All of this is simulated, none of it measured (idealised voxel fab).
process module | voxel air gaps
In the cross-section labelled cut, the width is 185 nm and each square cell is 5 nm.
How to read a cross-section here: the picture is a grid of square cells, written as bands going from the top down, and any band can span one or more rows of cells. What a band's entry tells you: where the top is and where the bottom is, as heights in nm, and after that what lies inside, material by material from left to right, each with its width in nm. Empty space is written as the word "blank", and a single material marked with the word "full width" occupies the band from edge to edge. Basically, 0 is our baseline, since under it the wafer straight out of the box is all one material. The bottom band has no lower end and keeps on going down, so it looks like "0 nm and below". Note: "30->40" means the width goes from the first number (top row of the band) to the second number (bottom row) in equal steps per row of cells. The cross-section has no changed cell in any step marked "nothing different". If an empty space has no open way to the top and is at least 8 cells in size, "Closed cavity list" lists it, written width x height at distance, where distance is measured from the left edge and every value is in nm. That trailing text on a step's line, after the settings, is the simulator's own remark on the step. overlay nm, on a step with a mask: how far to the right of its planned place the mask lay; to the left if negative.

[Planned step list for the process]
| 1 | RECEIVE with material Si |
| 2 | CONFORMAL_DEP with material SiO2, thk nm 10 |
| 3 | CONFORMAL_DEP with material SiN, thk nm 5 |
| 4 | DIRECTIONAL_DEP with material lowk, thk nm 40 |
| 5 | PATTERN with tone open, mask id LINES, material resist, width nm 15, pitch nm 40, thk nm 15, overlay nm 0 |
| 6 | DIRECTIONAL_ETCH with etch materials lowk, depth nm 40 |
| 7 | STRIP with etch materials resist |
| 8 | CONFORMAL_DEP with material TiN, thk nm 5 |
| 9 | FILL_DEP with material Ru, thk nm 10 |
| 10 | CMP with height nm 55 |
| 11 | EPI with material Ru, thk nm 10 |
| 12 | SELECTIVE_ETCH with etch materials lowk, depth nm 50 |
| 13 | CONFORMAL_DEP with material SiCN, thk nm 5 |

[Cross-section of the incoming wafer, state after step 1]
* 0 nm and below  Si full width
* Closed cavity list: none

[Same starting wafer, same plan as above, one mistake in the execution; this is the cross-section at the end of the module]
* 70 nm to 65 nm  blank 25, SiCN 135, blank 25
* 65 nm to 55 nm  blank 25, SiCN 5, Ru 125, SiCN 5, blank 25
* 55 nm to 50 nm  blank 25, SiCN 15, TiN 5, Ru 15, TiN 5, lowk 15, TiN 5, Ru 15, TiN 5, lowk 15, TiN 5, Ru 15, TiN 5, SiCN 15, blank 25
* 50 nm to 20 nm  blank 35, SiCN 5, TiN 5, Ru 15, TiN 5, lowk 15, TiN 5, Ru 15, TiN 5, lowk 15, TiN 5, Ru 15, TiN 5, SiCN 5, blank 35
* 20 nm to 15 nm  SiCN 40, TiN 25, lowk 15, TiN 25, lowk 15, TiN 25, SiCN 40
* 15 nm to 10 nm  SiN full width
* 10 nm to 0 nm  SiO2 full width
* 0 nm and below  Si full width
* Closed cavity list: none
The plan and the run diverged here: for step 5, the planned setting was not used; the step was instead run as PATTERN with tone open, mask id LINES, material resist, width nm 25, pitch nm 40, thk nm 15, overlay nm 0
